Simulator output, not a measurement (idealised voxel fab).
voxel capacitor over wiring: a process module
It is cross-section cut that appears here, measuring 225 nm in width, its square cells being 5 nm in size.
Cross-section = grid of square cells, listed top down in bands; band = one or more rows. In this notation a band is specified by the heights of its top and bottom, in that order and in nm, after which its materials appear from left to right, each paired with its width in nm. The word "all across" attached to a single material means that material fills the band from edge to edge; the word "air" stands for empty space. The level at which height equals 0 is the one under which the wafer, as it arrives, is entirely one material. No lower edge exists for the bottom band, which continues downward and is notated as in "0 nm and below". The expression "30..40" gives the width at the extremes of the band, the first number at its top row of cells and the second at its bottom row, with the width changing by equal amounts from each row to the next in between. When a step is marked "remained the same", none of the cells in the cross-section changed during that step. Look at "Sealed voids" for the closed voids: empty spaces with no open path to the top, sized 8 cells or up. Each is width x height at distance, distance from the left edge, all nm. Past the settings on a step's line: simulator remark, on that step. "overlay nm" denotes, for a step that has a mask, the displacement of the mask to the right of its planned place, with negative values corresponding to the left.
[Planned process steps]
- 1: RECEIVE | material Si
- 2: CONFORMAL_DEP | material SiO2 | thk nm 15
- 3: DIRECTIONAL_DEP | material TiN | thk nm 5
- 4: DIRECTIONAL_DEP | material W | thk nm 25
- 5: MASKED_ETCH | tone cover | mask id METAL_1 | width nm 30 | pitch nm 95 | etch materials W | depth nm 25 | overlay nm 0
- 6: MASKED_ETCH | tone cover | mask id METAL_1 | width nm 30 | pitch nm 95 | etch materials TiN | depth nm 5 | overlay nm 0
- 7: CONFORMAL_DEP | material SiN | thk nm 5
- 8: FILL_DEP | material SiO2 | thk nm 10
- 9: CMP | height nm 45
- 10: CONFORMAL_DEP | material SiCN | thk nm 5
- 11: DIRECTIONAL_DEP | material lowk | thk nm 20
- 12: DIRECTIONAL_DEP | material aC | thk nm 15
- 13: PATTERN | tone open | mask id PLUG_1 | material resist | width nm 15 | thk nm 30 | overlay nm 0
- 14: DIRECTIONAL_ETCH | etch materials aC | depth nm 15
- 15: STRIP | etch materials resist
- 16: DIRECTIONAL_ETCH | etch materials lowk | depth nm 20
- 17: DIRECTIONAL_ETCH | etch materials SiCN | depth nm 5
- 18: STRIP | etch materials aC
- 19: EPI | material Ru | thk nm 10
- 20: EPI | material Ru | thk nm 10
- 21: EPI | material Ru | thk nm 5
- 22: DIRECTIONAL_DEP | material TiN | thk nm 10
- 23: DIRECTIONAL_DEP | material SiN | thk nm 5
- 24: DIRECTIONAL_DEP | material TiN | thk nm 10
- 25: DIRECTIONAL_DEP | material aC | thk nm 15
- 26: PATTERN | tone cover | mask id UPPER_PLATE | material resist | width nm 70 | thk nm 35 | overlay nm 0
- 27: DIRECTIONAL_ETCH | etch materials aC | depth nm 15
- 28: STRIP | etch materials resist
- 29: DIRECTIONAL_ETCH | etch materials TiN | depth nm 10
- 30: DIRECTIONAL_ETCH | etch materials SiN | depth nm 5
- 31: STRIP | etch materials aC
- 32: DIRECTIONAL_DEP | material aC | thk nm 10
- 33: PATTERN | tone cover | mask id LOWER_PLATE | material resist | width nm 80 | thk nm 25 | overlay nm 0
- 34: DIRECTIONAL_ETCH | etch materials aC | depth nm 10
- 35: STRIP | etch materials resist
- 36: DIRECTIONAL_ETCH | etch materials TiN | depth nm 10
- 37: STRIP | etch materials aC
- 38: FILL_DEP | material SiO2 | thk nm 20
- 39: CMP | height nm 110
- 40: DIRECTIONAL_DEP | material aC | thk nm 15
- 41: PATTERN | tone open | mask id PLUG_2 | material resist | width nm 15 | thk nm 35 | overlay nm 0
- 42: DIRECTIONAL_ETCH | etch materials aC | depth nm 15
- 43: STRIP | etch materials resist
- 44: DIRECTIONAL_ETCH | etch materials SiO2 | depth nm 15
- 45: STRIP | etch materials aC
- 46: CONFORMAL_DEP | material TiN | thk nm 5
- 47: FILL_DEP | material Ru | thk nm 10
- 48: CMP | height nm 110
- 49: CONFORMAL_DEP | material SiCN | thk nm 5
[Cross-sectional view of the wafer in its as-received condition, corresponding to the state after step 1]
* 0 nm and below | Si all across
* Sealed voids: none
[Cross-section: first of two wafers, module finished, run according to plan]
* 115 nm to 110 nm | SiCN all across
* 110 nm to 100 nm | SiO2 (75), TiN (5), Ru (5), TiN (5), SiO2 (135)
* 100 nm to 95 nm | SiO2 (75), TiN (15), SiO2 (135)
* 95 nm to 85 nm | SiO2 (65), TiN (70), SiO2 (90)
* 85 nm to 80 nm | SiO2 (65), SiN (70), SiO2 (90)
* 80 nm to 70 nm | SiO2 (60), TiN (80), SiO2 (85)
* 70 nm to 50 nm | lowk (65), Ru (15), lowk (145)
* 50 nm to 45 nm | SiCN (65), Ru (15), SiCN (145)
* 45 nm to 20 nm | SiO2 (45), SiN (5), W (30), SiN (5), SiO2 (55), SiN (5), W (30), SiN (5), SiO2 (45)
* 20 nm to 15 nm | SiN (50), TiN (30), SiN (65), TiN (30), SiN (50)
* 15 nm to 0 nm | SiO2 all across
* 0 nm and below | Si all across
* Sealed voids: none
[Cross-sectional image of the second wafer of the two following completion of the module. Starting state and process plan were the same as for the first wafer; one execution error occurred]
* 115 nm to 110 nm | SiCN all across
* 110 nm to 100 nm | SiO2 (75), TiN (5), Ru (5), TiN (5), SiO2 (135)
* 100 nm to 95 nm | SiO2 (75), TiN (15), SiO2 (135)
* 95 nm to 85 nm | SiO2 (65), TiN (70), SiO2 (90)
* 85 nm to 80 nm | SiO2 (65), SiN (70), SiO2 (90)
* 80 nm to 70 nm | SiO2 (60), TiN (80), SiO2 (85)
* 70 nm to 50 nm | lowk (65), Ru (15), lowk (145)
* 50 nm to 45 nm | SiCN (65), Ru (15), SiCN (145)
* 45 nm to 25 nm | SiO2 (45), SiN (5), W (30), SiN (5), SiO2 (55), SiN (5), W (30), SiN (5), SiO2 (45)
* 25 nm to 20 nm | SiN (50), W (30), SiN (65), W (30), SiN (50)
* 20 nm to 5 nm | SiO2 all across
* 5 nm to 0 nm | TiN all across
* 0 nm and below | Si all across
* Sealed voids: none
Here's what went sideways: plan vs actual: 2 and 3 interchanged
At the finish, the second wafer shows more or fewer cells for some materials than the first does: SiN -4; SiO2 -29; TiN +33
